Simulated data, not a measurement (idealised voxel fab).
Process module under the name voxel gate over fins
Shown is cross-section cut, with a width of 205 nm and square cells of size 5 nm.
Reading order for cross-sections: top band down to bottom band. Underlying form: a grid of square cells. Band size: one or more rows of cells.
Heads up on the band format: heights come first, top then bottom, in nm. After that it's the materials left to right, each with its width in nm. A single material flagged "full width" fills the whole band edge to edge, and "empty" means there's empty space there.
Convention: height 0 is the level below which the wafer, as received, is all one material. The lowest band does not terminate at the bottom but continues downward, represented as "top 0, no bottom".
When a width is written as two numbers, as in "30->40", the first number is the width in the top row of cells of the band and the second is the width in its bottom row, and the width changes by the same amount from each row to the next.
Step marked "no alterations made"? Then no cell in the cross-section changed in it.
You'll see "Enclosed internal cavities" listing empty spaces that have no way open to the top, as long as they're 8 cells or more; the notation is width x height at distance, where the distance is from the left edge, and all of it is in nm.
That trailing text on a step's line, after the settings, is the simulator's own remark on the step.
overlay nm: mask offset rightward from planned place, masked step; negative means leftward offset.
### Steps planned for the process
step 1: RECEIVE | material Si
step 2: CONFORMAL_DEP | material SiN | thk nm 10
step 3: MASKED_ETCH | tone cover | mask id FINS | width nm 15 | pitch nm 40 | etch materials SiN | depth nm 10 | overlay nm 0
step 4: MASKED_ETCH | tone cover | mask id FINS | width nm 15 | pitch nm 40 | etch materials Si | depth nm 40 | overlay nm 0
step 5: FILL_DEP | material SiO2 | thk nm 5
step 6: CMP | height nm 10
step 7: SELECTIVE_ETCH | etch materials SiO2 | depth nm 20
step 8: STRIP | etch materials SiN
step 9: CONFORMAL_DEP | material HfO2 | thk nm 5
step 10: CONFORMAL_DEP | material TiN | thk nm 5
step 11: CONFORMAL_DEP | material TiAl | thk nm 5
step 12: CONFORMAL_DEP | material TiN | thk nm 5
step 13: FILL_DEP | material W | thk nm 15
step 14: CMP | height nm 30
step 15: CONFORMAL_DEP | material SiN | thk nm 10
### On the first of the two wafers: run conducted according to plan
### Incoming wafer in cross-section (state: after step 1)
  top 0, no bottom | Si full width
  Enclosed internal cavities: none
### Cross-section through the wafer, step 2 finished
  top 10, bottom 0 | SiN full width
  Under the height 0 nothing was changed.
### Cross-section through the wafer, step 3 finished
  top 10, bottom 0 | 75 empty; 15 SiN; 25 empty; 15 SiN; 75 empty
  Under the height 0 nothing was changed.
### Cross-section through the wafer, step 4 finished
  top 10, bottom 0 | 75 empty; 15 SiN; 25 empty; 15 SiN; 75 empty
  top 0, bottom -40 | 75 empty; 15 Si; 25 empty; 15 Si; 75 empty
  Under the height -40 nothing was changed.
### Cross-section through the wafer, step 5 finished
  top 15, bottom 10 | SiO2 full width
  top 10, bottom 0 | 75 SiO2; 15 SiN; 25 SiO2; 15 SiN; 75 SiO2
  top 0, bottom -40 | 75 SiO2; 15 Si; 25 SiO2; 15 Si; 75 SiO2
  Under the height -40 nothing was changed.
### Cross-section through the wafer, step 6 finished
  top 10, bottom 0 | 75 SiO2; 15 SiN; 25 SiO2; 15 SiN; 75 SiO2
  Under the height 0 nothing was changed.
### Cross-section through the wafer, step 7 finished
  top 10, bottom 0 | 75 empty; 15 SiN; 25 empty; 15 SiN; 75 empty
  top 0, bottom -10 | 75 empty; 15 Si; 25 empty; 15 Si; 75 empty
  Under the height -10 nothing was changed.
### Cross-section through the wafer, step 8 finished
  top 0, bottom -10 | 75 empty; 15 Si; 25 empty; 15 Si; 75 empty
  Under the height -10 nothing was changed.
### Cross-section through the wafer, step 9 finished
  top 5, bottom 0 | 70 empty; 25 HfO2; 15 empty; 25 HfO2; 70 empty
  top 0, bottom -5 | 70 empty; 5 HfO2; 15 Si; 5 HfO2; 15 empty; 5 HfO2; 15 Si; 5 HfO2; 70 empty
  top -5, bottom -10 | 75 HfO2; 15 Si; 25 HfO2; 15 Si; 75 HfO2
  Under the height -10 nothing was changed.
### Cross-section through the wafer, step 10 finished
  top 10, bottom 5 | 65 empty; 35 TiN; 5 empty; 35 TiN; 65 empty
  top 5, bottom 0 | 65 empty; 5 TiN; 25 HfO2; 5 TiN; 5 empty; 5 TiN; 25 HfO2; 5 TiN; 65 empty
  top 0, bottom -5 | 70 TiN; 5 HfO2; 15 Si; 5 HfO2; 15 TiN; 5 HfO2; 15 Si; 5 HfO2; 70 TiN
  Under the height -5 nothing was changed.
### Cross-section through the wafer, step 11 finished
  top 15, bottom 10 | 60 empty; 85 TiAl; 60 empty
  top 10, bottom 5 | 60 empty; 5 TiAl; 35 TiN; 5 TiAl; 35 TiN; 5 TiAl; 60 empty
  top 5, bottom 0 | 65 TiAl; 5 TiN; 25 HfO2; 5 TiN; 5 TiAl; 5 TiN; 25 HfO2; 5 TiN; 65 TiAl
  Under the height 0 nothing was changed.
### Cross-section through the wafer, step 12 finished
  top 20, bottom 15 | 55 empty; 95 TiN; 55 empty
  top 15, bottom 10 | 55 empty; 5 TiN; 85 TiAl; 5 TiN; 55 empty
  top 10, bottom 5 | 60 TiN; 5 TiAl; 35 TiN; 5 TiAl; 35 TiN; 5 TiAl; 60 TiN
  Under the height 5 nothing was changed.
### Cross-section through the wafer, step 13 finished
  top 35, bottom 20 | W full width
  top 20, bottom 15 | 55 W; 95 TiN; 55 W
  top 15, bottom 10 | 55 W; 5 TiN; 85 TiAl; 5 TiN; 55 W
  Under the height 10 nothing was changed.
### Cross-section through the wafer, step 14 finished
  top 30, bottom 20 | W full width
  Under the height 20 nothing was changed.
### Cross-section through the wafer, step 15 finished
  top 40, bottom 30 | SiN full width
  Under the height 30 nothing was changed.
### Second wafer: same start and same plan as the first, one execution error; identical to the first through step 14
### What the second wafer looks like in cross-section when step 15 should have wrapped up
  top 40, bottom 30 | TiAl full width
  Under the height 30 nothing was changed.
Error vs. plan: contrary to plan, step 15 was performed as CONFORMAL_DEP | material TiAl | thk nm 10
In the final state, the cell counts of the second wafer exceed or fall short of those of the first for the following materials: 82 fewer of SiN | 82 more of TiAl
